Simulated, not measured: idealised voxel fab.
The document below concerns the process module designated voxel wiring stack.
The cross-section shown here is cut; it is 210 nm wide and divided into square cells measuring 5 nm on a side.
A cross-section is written here as square cells arranged in a grid, and it is given in bands from the top down, each band taking up one or more rows of cells. What a band's entry tells you: where the top is and where the bottom is, as heights in nm, and after that what lies inside, material by material from left to right, each with its width in nm. Empty space is written as the word "air", and a single material marked with the word "everywhere" occupies the band from edge to edge. We count height from 0. Below that, the starting wafer is all one material. The lowest band never ends at the bottom but goes on down; see "0 nm and below" for how that is written. A width given as "30 to 40" starts at the first number in the band's top row and ends at the second number in its bottom row, shifting by an equal amount at every step from row to row. The cross-section has no changed cell in any step marked "no change". "Voids, enclosed" enumerates empty spaces isolated from the top, with no open way to it, that contain at least 8 cells, giving each as width x height at distance from the left edge, all three in nm. The remark found on a step's line after its settings is issued by the simulator itself and pertains to that step. "overlay nm" on a masked step: distance the mask lay right of its planned place, negative for left. Pairs follow: section before one process step, section after it down to the lowest changed band, step with settings underneath. Pairs may come from different runs of this module on the same starting wafer; continuity with the pair above only as stated in the "Pre-step profile" entry.

Pre-step profile
95 nm to 85 nm = Cu everywhere
85 nm to 80 nm = TiN=45 | Cu=10 | TiN=25 | Cu=10 | TiN=25 | Cu=10 | TiN=25 | Cu=10 | TiN=50
80 nm to 75 nm = SiCN=40 | TiN=20 | SiCN=15 | TiN=20 | SiCN=15 | TiN=20 | SiCN=15 | TiN=20 | SiCN=45
75 nm to 45 nm = SiO2 everywhere
45 nm to 20 nm = SiO2=40 | TiN=5 | Cu=10 | TiN=5 | SiO2=15 | TiN=5 | Cu=10 | TiN=5 | SiO2=15 | TiN=5 | Cu=10 | TiN=5 | SiO2=15 | TiN=5 | Cu=10 | TiN=5 | SiO2=45
20 nm to 15 nm = SiCN=40 | TiN=20 | SiCN=15 | TiN=20 | SiCN=15 | TiN=20 | SiCN=15 | TiN=20 | SiCN=45
15 nm to 0 nm = SiO2 everywhere
0 nm and below = Si everywhere
Voids, enclosed: none

Structure After Step
80 nm to 75 nm = SiCN=40 | TiN=20 | SiCN=15 | TiN=20 | SiCN=15 | TiN=20 | SiCN=15 | TiN=20 | SiCN=45
below 75: unchanged
Voids, enclosed: none
Step that separates the before view from the after view above: CMP with height nm 80

Pre-step profile: as in the pair right above, post-step view.

Structure After Step
85 nm to 80 nm = SiCN everywhere
below 80: unchanged
Voids, enclosed: none
Step that separates the before view from the after view above: CONFORMAL_DEP with material SiCN, thk nm 5

Pre-step profile: as in the pair right above, post-step view.

Structure After Step
115 nm to 85 nm = SiO2 everywhere
below 85: unchanged
Voids, enclosed: none
Step that separates the before view from the after view above: DIRECTIONAL_DEP with material SiO2, thk nm 30

Pre-step profile: as in the pair right above, post-step view.

Structure After Step
115 nm to 85 nm = SiO2=40 | air=15 | SiO2=55 | air=15 | SiO2=85
below 85: unchanged
Voids, enclosed: none
Step that separates the before view from the after view above: MASKED_ETCH with tone open, mask id METAL_3_HOLES, width nm 15, pitch nm 70, etch materials SiO2, depth nm 30, overlay nm 0

Pre-step profile: as in the pair right above, post-step view.

Structure After Step
130 nm to 115 nm = aC=40 | air=15 | aC=55 | air=15 | aC=85
115 nm to 100 nm = SiO2=40 | air=15 | SiO2=55 | air=15 | SiO2=85
100 nm to 85 nm = SiO2=40 | aC=15 | SiO2=55 | aC=15 | SiO2=85
below 85: unchanged
Voids, enclosed: none
Step that separates the before view from the after view above: DIRECTIONAL_DEP with material aC, thk nm 15

Pre-step profile: as in the pair right above, post-step view.

Structure After Step
165 nm to 130 nm = resist=40 | air=20 | resist=15 | air=20 | resist=15 | air=20 | resist=15 | air=20 | resist=45
below 130: unchanged
Voids, enclosed: none
Step that separates the before view from the after view above: PATTERN with tone open, mask id METAL_3, material resist, width nm 20, pitch nm 35, thk nm 35, overlay nm 0

Pre-step profile: as in the pair right above, post-step view.

Structure After Step
150 nm to 130 nm = resist=40 | air=20 | resist=15 | air=20 | resist=15 | air=20 | resist=15 | air=20 | resist=45
130 nm to 115 nm = aC=40 | air=20 | aC=15 | air=20 | aC=15 | air=20 | aC=15 | air=20 | aC=45
115 nm to 85 nm = SiO2=40 | air=15 | SiO2=55 | air=15 | SiO2=85
below 85: unchanged
Voids, enclosed: none
Step that separates the before view from the after view above: DIRECTIONAL_ETCH with etch materials aC, depth nm 15

Pre-step profile: as in the pair right above, post-step view.

Structure After Step
130 nm to 115 nm = aC=40 | air=20 | aC=15 | air=20 | aC=15 | air=20 | aC=15 | air=20 | aC=45
below 115: unchanged
Voids, enclosed: none
Step that separates the before view from the after view above: STRIP with etch materials resist

Pre-step profile: as in the pair right above, post-step view.

Structure After Step
130 nm to 115 nm = aC=40 | air=20 | aC=15 | air=20 | aC=15 | air=20 | aC=15 | air=20 | aC=45
115 nm to 95 nm = SiO2=40 | air=20 | SiO2=15 | air=20 | SiO2=15 | air=20 | SiO2=15 | air=20 | SiO2=45
below 95: unchanged
Voids, enclosed: none
Step that separates the before view from the after view above: DIRECTIONAL_ETCH with etch materials SiO2, depth nm 20

Pre-step profile: as in the pair right above, post-step view.

Structure After Step
130 nm to 115 nm = aC=40 | air=20 | aC=15 | air=20 | aC=15 | air=20 | aC=15 | air=20 | aC=45
115 nm to 95 nm = SiO2=40 | air=20 | SiO2=15 | air=20 | SiO2=15 | air=20 | SiO2=15 | air=20 | SiO2=45
95 nm to 85 nm = SiO2=40 | air=15 | SiO2=55 | air=15 | SiO2=85
85 nm to 80 nm = SiCN=40 | air=15 | SiCN=55 | air=15 | SiCN=85
below 80: unchanged
Voids, enclosed: none
Step that separates the before view from the after view above: DIRECTIONAL_ETCH with etch materials SiCN, depth nm 5

Pre-step profile: as in the pair right above, post-step view.

Structure After Step
115 nm to 95 nm = SiO2=40 | air=20 | SiO2=15 | air=20 | SiO2=15 | air=20 | SiO2=15 | air=20 | SiO2=45
below 95: unchanged
Voids, enclosed: none
Step that separates the before view from the after view above: STRIP with etch materials aC

Pre-step profile: as in the pair right above, post-step view.

Structure After Step
120 nm to 115 nm = TiN=45 | air=10 | TiN=25 | air=10 | TiN=25 | air=10 | TiN=25 | air=10 | TiN=50
115 nm to 100 nm = SiO2=40 | TiN=5 | air=10 | TiN=5 | SiO2=15 | TiN=5 | air=10 | TiN=5 | SiO2=15 | TiN=5 | air=10 | TiN=5 | SiO2=15 | TiN=5 | air=10 | TiN=5 | SiO2=45
100 nm to 95 nm = SiO2=40 | TiN=5 | air=5 | TiN=10 | SiO2=15 | TiN=20 | SiO2=15 | TiN=5 | air=5 | TiN=10 | SiO2=15 | TiN=20 | SiO2=45
95 nm to 85 nm = SiO2=40 | TiN=5 | air=5 | TiN=5 | SiO2=55 | TiN=5 | air=5 | TiN=5 | SiO2=85
85 nm to 80 nm = SiCN=40 | TiN=15 | SiCN=55 | TiN=15 | SiCN=85
below 80: unchanged
Voids, enclosed: none
Step that separates the before view from the after view above: CONFORMAL_DEP with material TiN, thk nm 5

Pre-step profile: as in the pair right above, post-step view.

Structure After Step
125 nm to 120 nm = Cu everywhere
120 nm to 115 nm = TiN=45 | Cu=10 | TiN=25 | Cu=10 | TiN=25 | Cu=10 | TiN=25 | Cu=10 | TiN=50
115 nm to 100 nm = SiO2=40 | TiN=5 | Cu=10 | TiN=5 | SiO2=15 | TiN=5 | Cu=10 | TiN=5 | SiO2=15 | TiN=5 | Cu=10 | TiN=5 | SiO2=15 | TiN=5 | Cu=10 | TiN=5 | SiO2=45
100 nm to 95 nm = SiO2=40 | TiN=5 | Cu=5 | TiN=10 | SiO2=15 | TiN=20 | SiO2=15 | TiN=5 | Cu=5 | TiN=10 | SiO2=15 | TiN=20 | SiO2=45
95 nm to 85 nm = SiO2=40 | TiN=5 | Cu=5 | TiN=5 | SiO2=55 | TiN=5 | Cu=5 | TiN=5 | SiO2=85
below 85: unchanged
Voids, enclosed: none
Step that separates the before view from the after view above: FILL_DEP with material Cu, thk nm 5

Pre-step profile: as in the pair right above, post-step view.

Structure After Step
115 nm to 100 nm = SiO2=40 | TiN=5 | Cu=10 | TiN=5 | SiO2=15 | TiN=5 | Cu=10 | TiN=5 | SiO2=15 | TiN=5 | Cu=10 | TiN=5 | SiO2=15 | TiN=5 | Cu=10 | TiN=5 | SiO2=45
below 100: unchanged
Voids, enclosed: none
Step that separates the before view from the after view above: CMP with height nm 115

Pre-step profile: as in the pair right above, post-step view.

Structure After Step
120 nm to 115 nm = SiCN everywhere
below 115: unchanged
Voids, enclosed: none
Step that separates the before view from the after view above: CONFORMAL_DEP with material SiCN, thk nm 5

Pre-step profile
85 nm to 80 nm = SiCN everywhere
80 nm to 65 nm = SiO2=40 | TiN=5 | Cu=10 | TiN=5 | SiO2=15 | TiN=5 | Cu=10 | TiN=5 | SiO2=15 | TiN=5 | Cu=10 | TiN=5 | SiO2=15 | TiN=5 | Cu=10 | TiN=5 | SiO2=45
65 nm to 60 nm = SiO2=40 | TiN=5 | Cu=5 | TiN=10 | SiO2=15 | TiN=5 | Cu=5 | TiN=10 | SiO2=15 | TiN=5 | Cu=5 | TiN=10 | SiO2=15 | TiN=5 | Cu=5 | TiN=10 | SiO2=45
60 nm to 50 nm = SiO2=40 | TiN=5 | Cu=5 | TiN=5 | SiO2=20 | TiN=5 | Cu=5 | TiN=5 | SiO2=20 | TiN=5 | Cu=5 | TiN=5 | SiO2=20 | TiN=5 | Cu=5 | TiN=5 | SiO2=50
50 nm to 45 nm = SiCN=40 | TiN=15 | SiCN=20 | TiN=15 | SiCN=20 | TiN=15 | SiCN=20 | TiN=15 | SiCN=50
45 nm to 20 nm = SiO2=40 | TiN=5 | Cu=10 | TiN=5 | SiO2=15 | TiN=5 | Cu=10 | TiN=5 | SiO2=15 | TiN=5 | Cu=10 | TiN=5 | SiO2=15 | TiN=5 | Cu=10 | TiN=5 | SiO2=45
20 nm to 15 nm = SiCN=40 | TiN=20 | SiCN=15 | TiN=20 | SiCN=15 | TiN=20 | SiCN=15 | TiN=20 | SiCN=45
15 nm to 0 nm = SiO2 everywhere
0 nm and below = Si everywhere
Voids, enclosed: none

Structure After Step
105 nm to 85 nm = SiO2 everywhere
below 85: unchanged
Voids, enclosed: none
Step that separates the before view from the after view above: DIRECTIONAL_DEP with material SiO2, thk nm 20

Pre-step profile: as in the pair right above, post-step view.

Structure After Step
105 nm to 85 nm = SiO2=40 | air=15 | SiO2=55 | air=15 | SiO2=85
below 85: unchanged
Voids, enclosed: none
Step that separates the before view from the after view above: MASKED_ETCH with tone open, mask id METAL_3_HOLES, width nm 15, pitch nm 70, etch materials SiO2, depth nm 30, overlay nm 0

Pre-step profile: as in the pair right above, post-step view.

Structure After Step
120 nm to 105 nm = aC=40 | air=15 | aC=55 | air=15 | aC=85
105 nm to 100 nm = SiO2=40 | air=15 | SiO2=55 | air=15 | SiO2=85
100 nm to 85 nm = SiO2=40 | aC=15 | SiO2=55 | aC=15 | SiO2=85
below 85: unchanged
Voids, enclosed: none
Step that separates the before view from the after view above: DIRECTIONAL_DEP with material aC, thk nm 15

Pre-step profile: as in the pair right above, post-step view.

Structure After Step
155 nm to 120 nm = resist=40 | air=20 | resist=15 | air=20 | resist=15 | air=20 | resist=15 | air=20 | resist=45
below 120: unchanged
Voids, enclosed: none
Step that separates the before view from the after view above: PATTERN with tone open, mask id METAL_3, material resist, width nm 20, pitch nm 35, thk nm 35, overlay nm 0

Pre-step profile: as in the pair right above, post-step view.

Structure After Step
140 nm to 120 nm = resist=40 | air=20 | resist=15 | air=20 | resist=15 | air=20 | resist=15 | air=20 | resist=45
120 nm to 105 nm = aC=40 | air=20 | aC=15 | air=20 | aC=15 | air=20 | aC=15 | air=20 | aC=45
105 nm to 85 nm = SiO2=40 | air=15 | SiO2=55 | air=15 | SiO2=85
below 85: unchanged
Voids, enclosed: none
Step that separates the before view from the after view above: DIRECTIONAL_ETCH with etch materials aC, depth nm 15

Pre-step profile: as in the pair right above, post-step view.

Structure After Step
120 nm to 105 nm = aC=40 | air=20 | aC=15 | air=20 | aC=15 | air=20 | aC=15 | air=20 | aC=45
below 105: unchanged
Voids, enclosed: none
Step that separates the before view from the after view above: STRIP with etch materials resist

Pre-step profile: as in the pair right above, post-step view.

Structure After Step
120 nm to 105 nm = aC=40 | air=20 | aC=15 | air=20 | aC=15 | air=20 | aC=15 | air=20 | aC=45
105 nm to 85 nm = SiO2=40 | air=20 | SiO2=15 | air=20 | SiO2=15 | air=20 | SiO2=15 | air=20 | SiO2=45
below 85: unchanged
Voids, enclosed: none
Step that separates the before view from the after view above: DIRECTIONAL_ETCH with etch materials SiO2, depth nm 20

Pre-step profile: as in the pair right above, post-step view.

Structure After Step
120 nm to 105 nm = aC=40 | air=20 | aC=15 | air=20 | aC=15 | air=20 | aC=15 | air=20 | aC=45
105 nm to 85 nm = SiO2=40 | air=20 | SiO2=15 | air=20 | SiO2=15 | air=20 | SiO2=15 | air=20 | SiO2=45
85 nm to 80 nm = SiCN=40 | air=20 | SiCN=15 | air=20 | SiCN=15 | air=20 | SiCN=15 | air=20 | SiCN=45
below 80: unchanged
Voids, enclosed: none
Step that separates the before view from the after view above: DIRECTIONAL_ETCH with etch materials SiCN, depth nm 5

Pre-step profile: as in the pair right above, post-step view.

Structure After Step
105 nm to 85 nm = SiO2=40 | air=20 | SiO2=15 | air=20 | SiO2=15 | air=20 | SiO2=15 | air=20 | SiO2=45
below 85: unchanged
Voids, enclosed: none
Step that separates the before view from the after view above: STRIP with etch materials aC

Pre-step profile: as in the pair right above, post-step view.

Structure After Step
110 nm to 105 nm = TiN=45 | air=10 | TiN=25 | air=10 | TiN=25 | air=10 | TiN=25 | air=10 | TiN=50
105 nm to 85 nm = SiO2=40 | TiN=5 | air=10 | TiN=5 | SiO2=15 | TiN=5 | air=10 | TiN=5 | SiO2=15 | TiN=5 | air=10 | TiN=5 | SiO2=15 | TiN=5 | air=10 | TiN=5 | SiO2=45
85 nm to 80 nm = SiCN=40 | TiN=20 | SiCN=15 | TiN=20 | SiCN=15 | TiN=20 | SiCN=15 | TiN=20 | SiCN=45
below 80: unchanged
Voids, enclosed: none
Step that separates the before view from the after view above: CONFORMAL_DEP with material TiN, thk nm 5

Pre-step profile: as in the pair right above, post-step view.

Structure After Step
115 nm to 110 nm = Cu everywhere
110 nm to 105 nm = TiN=45 | Cu=10 | TiN=25 | Cu=10 | TiN=25 | Cu=10 | TiN=25 | Cu=10 | TiN=50
105 nm to 85 nm = SiO2=40 | TiN=5 | Cu=10 | TiN=5 | SiO2=15 | TiN=5 | Cu=10 | TiN=5 | SiO2=15 | TiN=5 | Cu=10 | TiN=5 | SiO2=15 | TiN=5 | Cu=10 | TiN=5 | SiO2=45
below 85: unchanged
Voids, enclosed: none
Step that separates the before view from the after view above: FILL_DEP with material Cu, thk nm 5

Pre-step profile: as in the pair right above, post-step view.

Structure After Step
120 nm to 115 nm = SiCN everywhere
below 115: unchanged
Voids, enclosed: none
Step that separates the before view from the after view above: CONFORMAL_DEP with material SiCN, thk nm 5

Pre-step profile
130 nm to 115 nm = aC=40 | air=15 | aC=55 | air=15 | aC=85
115 nm to 100 nm = SiO2=40 | air=15 | SiO2=55 | air=15 | SiO2=85
100 nm to 85 nm = SiO2=40 | aC=15 | SiO2=55 | aC=15 | SiO2=85
85 nm to 80 nm = SiCN everywhere
80 nm to 65 nm = SiO2=40 | TiN=5 | Cu=10 | TiN=5 | SiO2=15 | TiN=5 | Cu=10 | TiN=5 | SiO2=15 | TiN=5 | Cu=10 | TiN=5 | SiO2=15 | TiN=5 | Cu=10 | TiN=5 | SiO2=45
65 nm to 60 nm = SiO2=40 | TiN=5 | Cu=5 | TiN=10 | SiO2=15 | TiN=5 | Cu=5 | TiN=10 | SiO2=15 | TiN=5 | Cu=5 | TiN=10 | SiO2=15 | TiN=5 | Cu=5 | TiN=10 | SiO2=45
60 nm to 50 nm = SiO2=40 | TiN=5 | Cu=5 | TiN=5 | SiO2=20 | TiN=5 | Cu=5 | TiN=5 | SiO2=20 | TiN=5 | Cu=5 | TiN=5 | SiO2=20 | TiN=5 | Cu=5 | TiN=5 | SiO2=50
50 nm to 45 nm = SiCN=40 | TiN=15 | SiCN=20 | TiN=15 | SiCN=20 | TiN=15 | SiCN=20 | TiN=15 | SiCN=50
45 nm to 20 nm = SiO2=40 | TiN=5 | Cu=10 | TiN=5 | SiO2=15 | TiN=5 | Cu=10 | TiN=5 | SiO2=15 | TiN=5 | Cu=10 | TiN=5 | SiO2=15 | TiN=5 | Cu=10 | TiN=5 | SiO2=45
20 nm to 15 nm = SiCN=40 | TiN=20 | SiCN=15 | TiN=20 | SiCN=15 | TiN=20 | SiCN=15 | TiN=20 | SiCN=45
15 nm to 0 nm = SiO2 everywhere
0 nm and below = Si everywhere
Voids, enclosed: none

Structure After Step
165 nm to 130 nm = resist=45 | air=15 | resist=20 | air=15 | resist=20 | air=15 | resist=20 | air=15 | resist=45
130 nm to 115 nm = aC=40 | resist=5 | air=10 | aC=55 | resist=5 | air=10 | aC=85
115 nm to 100 nm = SiO2=40 | resist=5 | air=10 | SiO2=55 | resist=5 | air=10 | SiO2=85
below 100: unchanged
Voids, enclosed: none
Step that separates the before view from the after view above: PATTERN with tone open, mask id METAL_3, material resist, width nm 15, pitch nm 35, thk nm 35, overlay nm 0

Pre-step profile: as in the pair right above, post-step view.

Structure After Step
150 nm to 130 nm = resist=45 | air=15 | resist=20 | air=15 | resist=20 | air=15 | resist=20 | air=15 | resist=45
130 nm to 115 nm = aC=40 | resist=5 | air=15 | aC=20 | air=15 | aC=15 | resist=5 | air=15 | aC=20 | air=15 | aC=45
115 nm to 100 nm = SiO2=40 | resist=5 | air=10 | SiO2=55 | resist=5 | air=10 | SiO2=85
100 nm to 85 nm = SiO2=40 | aC=5 | air=10 | SiO2=55 | aC=5 | air=10 | SiO2=85
below 85: unchanged
Voids, enclosed: none
Step that separates the before view from the after view above: DIRECTIONAL_ETCH with etch materials aC, depth nm 15

Pre-step profile: as in the pair right above, post-step view.

Structure After Step
130 nm to 115 nm = aC=40 | air=20 | aC=20 | air=15 | aC=15 | air=20 | aC=20 | air=15 | aC=45
115 nm to 100 nm = SiO2=40 | air=15 | SiO2=55 | air=15 | SiO2=85
below 100: unchanged
Voids, enclosed: none
Step that separates the before view from the after view above: STRIP with etch materials resist

Pre-step profile: as in the pair right above, post-step view.

Structure After Step
130 nm to 115 nm = aC=40 | air=20 | aC=20 | air=15 | aC=15 | air=20 | aC=20 | air=15 | aC=45
115 nm to 100 nm = SiO2=40 | air=20 | SiO2=20 | air=15 | SiO2=15 | air=20 | SiO2=20 | air=15 | SiO2=45
100 nm to 95 nm = SiO2=40 | aC=5 | air=15 | SiO2=20 | air=15 | SiO2=15 | aC=5 | air=15 | SiO2=20 | air=15 | SiO2=45
below 95: unchanged
Voids, enclosed: none
Step that separates the before view from the after view above: DIRECTIONAL_ETCH with etch materials SiO2, depth nm 20

Pre-step profile: as in the pair right above, post-step view.

Structure After Step
130 nm to 115 nm = aC=40 | air=20 | aC=20 | air=15 | aC=15 | air=20 | aC=20 | air=15 | aC=45
115 nm to 100 nm = SiO2=40 | air=20 | SiO2=20 | air=15 | SiO2=15 | air=20 | SiO2=20 | air=15 | SiO2=45
100 nm to 95 nm = SiO2=40 | aC=5 | air=15 | SiO2=20 | air=15 | SiO2=15 | aC=5 | air=15 | SiO2=20 | air=15 | SiO2=45
95 nm to 85 nm = SiO2=40 | aC=5 | air=10 | SiO2=55 | aC=5 | air=10 | SiO2=85
85 nm to 80 nm = SiCN=45 | air=10 | SiCN=60 | air=10 | SiCN=85
below 80: unchanged
Voids, enclosed: none
Step that separates the before view from the after view above: DIRECTIONAL_ETCH with etch materials SiCN, depth nm 5

Pre-step profile: as in the pair right above, post-step view.

Structure After Step
115 nm to 95 nm = SiO2=40 | air=20 | SiO2=20 | air=15 | SiO2=15 | air=20 | SiO2=20 | air=15 | SiO2=45
95 nm to 85 nm = SiO2=40 | air=15 | SiO2=55 | air=15 | SiO2=85
below 85: unchanged
Voids, enclosed: none
Step that separates the before view from the after view above: STRIP with etch materials aC

Pre-step profile: as in the pair right above, post-step view.

Structure After Step
120 nm to 115 nm = TiN=45 | air=10 | TiN=30 | air=5 | TiN=25 | air=10 | TiN=30 | air=5 | TiN=50
115 nm to 100 nm = SiO2=40 | TiN=5 | air=10 | TiN=5 | SiO2=20 | TiN=5 | air=5 | TiN=5 | SiO2=15 | TiN=5 | air=10 | TiN=5 | SiO2=20 | TiN=5 | air=5 | TiN=5 | SiO2=45
100 nm to 95 nm = SiO2=40 | TiN=5 | air=5 | TiN=10 | SiO2=20 | TiN=15 | SiO2=15 | TiN=5 | air=5 | TiN=10 | SiO2=20 | TiN=15 | SiO2=45
95 nm to 90 nm = SiO2=40 | TiN=5 | air=5 | TiN=5 | SiO2=55 | TiN=5 | air=5 | TiN=5 | SiO2=85
90 nm to 85 nm = SiO2=40 | TiN=15 | SiO2=55 | TiN=15 | SiO2=85
85 nm to 80 nm = SiCN=45 | TiN=10 | SiCN=60 | TiN=10 | SiCN=85
below 80: unchanged
Voids, enclosed: none
Step that separates the before view from the after view above: CONFORMAL_DEP with material TiN, thk nm 5

Pre-step profile: as in the pair right above, post-step view.

Structure After Step
125 nm to 120 nm = Cu everywhere
120 nm to 115 nm = TiN=45 | Cu=10 | TiN=30 | Cu=5 | TiN=25 | Cu=10 | TiN=30 | Cu=5 | TiN=50
115 nm to 100 nm = SiO2=40 | TiN=5 | Cu=10 | TiN=5 | SiO2=20 | TiN=5 | Cu=5 | TiN=5 | SiO2=15 | TiN=5 | Cu=10 | TiN=5 | SiO2=20 | TiN=5 | Cu=5 | TiN=5 | SiO2=45
100 nm to 95 nm = SiO2=40 | TiN=5 | Cu=5 | TiN=10 | SiO2=20 | TiN=15 | SiO2=15 | TiN=5 | Cu=5 | TiN=10 | SiO2=20 | TiN=15 | SiO2=45
95 nm to 90 nm = SiO2=40 | TiN=5 | Cu=5 | TiN=5 | SiO2=55 | TiN=5 | Cu=5 | TiN=5 | SiO2=85
below 90: unchanged
Voids, enclosed: none
Step that separates the before view from the after view above: FILL_DEP with material Cu, thk nm 5

Pre-step profile: as in the pair right above, post-step view.

Structure After Step
115 nm to 100 nm = SiO2=40 | TiN=5 | Cu=10 | TiN=5 | SiO2=20 | TiN=5 | Cu=5 | TiN=5 | SiO2=15 | TiN=5 | Cu=10 | TiN=5 | SiO2=20 | TiN=5 | Cu=5 | TiN=5 | SiO2=45
below 100: unchanged
Voids, enclosed: none
Step that separates the before view from the after view above: CMP with height nm 115

Pre-step profile: as in the pair right above, post-step view.

Structure After Step
120 nm to 115 nm = SiCN everywhere
below 115: unchanged
Voids, enclosed: none
Step that separates the before view from the after view above: CONFORMAL_DEP with material SiCN, thk nm 5

Pre-step profile
130 nm to 115 nm = aC=40 | air=15 | aC=55 | air=15 | aC=85
115 nm to 100 nm = SiO2=40 | air=15 | SiO2=55 | air=15 | SiO2=85
100 nm to 85 nm = SiO2=40 | aC=15 | SiO2=55 | aC=15 | SiO2=85
85 nm to 80 nm = SiCN everywhere
80 nm to 65 nm = SiO2=40 | TiN=5 | Cu=10 | TiN=5 | SiO2=15 | TiN=5 | Cu=10 | TiN=5 | SiO2=15 | TiN=5 | Cu=10 | TiN=5 | SiO2=15 | TiN=5 | Cu=10 | TiN=5 | SiO2=45
65 nm to 60 nm = SiO2=40 | TiN=5 | Cu=5 | TiN=10 | SiO2=15 | TiN=5 | Cu=5 | TiN=10 | SiO2=15 | TiN=5 | Cu=5 | TiN=10 | SiO2=15 | TiN=5 | Cu=5 | TiN=10 | SiO2=45
60 nm to 50 nm = SiO2=40 | TiN=5 | Cu=5 | TiN=5 | SiO2=20 | TiN=5 | Cu=5 | TiN=5 | SiO2=20 | TiN=5 | Cu=5 | TiN=5 | SiO2=20 | TiN=5 | Cu=5 | TiN=5 | SiO2=50
50 nm to 45 nm = SiCN=40 | TiN=15 | SiCN=20 | TiN=15 | SiCN=20 | TiN=15 | SiCN=20 | TiN=15 | SiCN=50
45 nm to 20 nm = SiO2=40 | TiN=5 | Cu=10 | TiN=5 | SiO2=15 | TiN=5 | Cu=10 | TiN=5 | SiO2=15 | TiN=5 | Cu=10 | TiN=5 | SiO2=15 | TiN=5 | Cu=10 | TiN=5 | SiO2=45
20 nm to 15 nm = SiCN=40 | TiN=20 | SiCN=15 | TiN=20 | SiCN=15 | TiN=20 | SiCN=15 | TiN=20 | SiCN=45
15 nm to 0 nm = SiO2 everywhere
0 nm and below = Si everywhere
Voids, enclosed: none

Structure After Step
165 nm to 130 nm = resist=45 | air=20 | resist=15 | air=20 | resist=15 | air=20 | resist=15 | air=20 | resist=40
130 nm to 115 nm = aC=40 | resist=5 | air=10 | aC=55 | resist=5 | air=10 | aC=85
115 nm to 100 nm = SiO2=40 | resist=5 | air=10 | SiO2=55 | resist=5 | air=10 | SiO2=85
below 100: unchanged
Voids, enclosed: none
Step that separates the before view from the after view above: PATTERN with tone open, mask id METAL_3, material resist, width nm 20, pitch nm 35, thk nm 35, overlay nm 5

Pre-step profile: as in the pair right above, post-step view.

Structure After Step
150 nm to 130 nm = resist=45 | air=20 | resist=15 | air=20 | resist=15 | air=20 | resist=15 | air=20 | resist=40
130 nm to 115 nm = aC=40 | resist=5 | air=20 | aC=15 | air=20 | aC=10 | resist=5 | air=20 | aC=15 | air=20 | aC=40
115 nm to 100 nm = SiO2=40 | resist=5 | air=10 | SiO2=55 | resist=5 | air=10 | SiO2=85
100 nm to 85 nm = SiO2=40 | aC=5 | air=10 | SiO2=55 | aC=5 | air=10 | SiO2=85
below 85: unchanged
Voids, enclosed: none
Step that separates the before view from the after view above: DIRECTIONAL_ETCH with etch materials aC, depth nm 15

Pre-step profile: as in the pair right above, post-step view.

Structure After Step
130 nm to 115 nm = aC=40 | air=25 | aC=15 | air=20 | aC=10 | air=25 | aC=15 | air=20 | aC=40
115 nm to 100 nm = SiO2=40 | air=15 | SiO2=55 | air=15 | SiO2=85
below 100: unchanged
Voids, enclosed: none
Step that separates the before view from the after view above: STRIP with etch materials resist

Pre-step profile: as in the pair right above, post-step view.

Structure After Step
130 nm to 115 nm = aC=40 | air=25 | aC=15 | air=20 | aC=10 | air=25 | aC=15 | air=20 | aC=40
115 nm to 100 nm = SiO2=40 | air=25 | SiO2=15 | air=20 | SiO2=10 | air=25 | SiO2=15 | air=20 | SiO2=40
100 nm to 95 nm = SiO2=40 | aC=5 | air=20 | SiO2=15 | air=20 | SiO2=10 | aC=5 | air=20 | SiO2=15 | air=20 | SiO2=40
below 95: unchanged
Voids, enclosed: none
Step that separates the before view from the after view above: DIRECTIONAL_ETCH with etch materials SiO2, depth nm 20

Pre-step profile: as in the pair right above, post-step view.

Structure After Step
130 nm to 115 nm = aC=40 | air=25 | aC=15 | air=20 | aC=10 | air=25 | aC=15 | air=20 | aC=40
115 nm to 100 nm = SiO2=40 | air=25 | SiO2=15 | air=20 | SiO2=10 | air=25 | SiO2=15 | air=20 | SiO2=40
100 nm to 95 nm = SiO2=40 | aC=5 | air=20 | SiO2=15 | air=20 | SiO2=10 | aC=5 | air=20 | SiO2=15 | air=20 | SiO2=40
95 nm to 85 nm = SiO2=40 | aC=5 | air=10 | SiO2=55 | aC=5 | air=10 | SiO2=85
85 nm to 80 nm = SiCN=45 | air=10 | SiCN=60 | air=10 | SiCN=85
below 80: unchanged
Voids, enclosed: none
Step that separates the before view from the after view above: DIRECTIONAL_ETCH with etch materials SiCN, depth nm 5

Pre-step profile: as in the pair right above, post-step view.

Structure After Step
115 nm to 95 nm = SiO2=40 | air=25 | SiO2=15 | air=20 | SiO2=10 | air=25 | SiO2=15 | air=20 | SiO2=40
95 nm to 85 nm = SiO2=40 | air=15 | SiO2=55 | air=15 | SiO2=85
below 85: unchanged
Voids, enclosed: none
Step that separates the before view from the after view above: STRIP with etch materials aC

Pre-step profile: as in the pair right above, post-step view.

Structure After Step
120 nm to 115 nm = TiN=45 | air=15 | TiN=25 | air=10 | TiN=20 | air=15 | TiN=25 | air=10 | TiN=45
115 nm to 100 nm = SiO2=40 | TiN=5 | air=15 | TiN=5 | SiO2=15 | TiN=5 | air=10 | TiN=5 | SiO2=10 | TiN=5 | air=15 | TiN=5 | SiO2=15 | TiN=5 | air=10 | TiN=5 | SiO2=40
100 nm to 95 nm = SiO2=40 | TiN=5 | air=5 | TiN=15 | SiO2=15 | TiN=20 | SiO2=10 | TiN=5 | air=5 | TiN=15 | SiO2=15 | TiN=20 | SiO2=40
95 nm to 90 nm = SiO2=40 | TiN=5 | air=5 | TiN=5 | SiO2=55 | TiN=5 | air=5 | TiN=5 | SiO2=85
90 nm to 85 nm = SiO2=40 | TiN=15 | SiO2=55 | TiN=15 | SiO2=85
85 nm to 80 nm = SiCN=45 | TiN=10 | SiCN=60 | TiN=10 | SiCN=85
below 80: unchanged
Voids, enclosed: none
Step that separates the before view from the after view above: CONFORMAL_DEP with material TiN, thk nm 5

Pre-step profile: as in the pair right above, post-step view.

Structure After Step
125 nm to 120 nm = Cu everywhere
120 nm to 115 nm = TiN=45 | Cu=15 | TiN=25 | Cu=10 | TiN=20 | Cu=15 | TiN=25 | Cu=10 | TiN=45
115 nm to 100 nm = SiO2=40 | TiN=5 | Cu=15 | TiN=5 | SiO2=15 | TiN=5 | Cu=10 | TiN=5 | SiO2=10 | TiN=5 | Cu=15 | TiN=5 | SiO2=15 | TiN=5 | Cu=10 | TiN=5 | SiO2=40
100 nm to 95 nm = SiO2=40 | TiN=5 | Cu=5 | TiN=15 | SiO2=15 | TiN=20 | SiO2=10 | TiN=5 | Cu=5 | TiN=15 | SiO2=15 | TiN=20 | SiO2=40
95 nm to 90 nm = SiO2=40 | TiN=5 | Cu=5 | TiN=5 | SiO2=55 | TiN=5 | Cu=5 | TiN=5 | SiO2=85
below 90: unchanged
Voids, enclosed: none
Step that separates the before view from the after view above: FILL_DEP with material Cu, thk nm 5
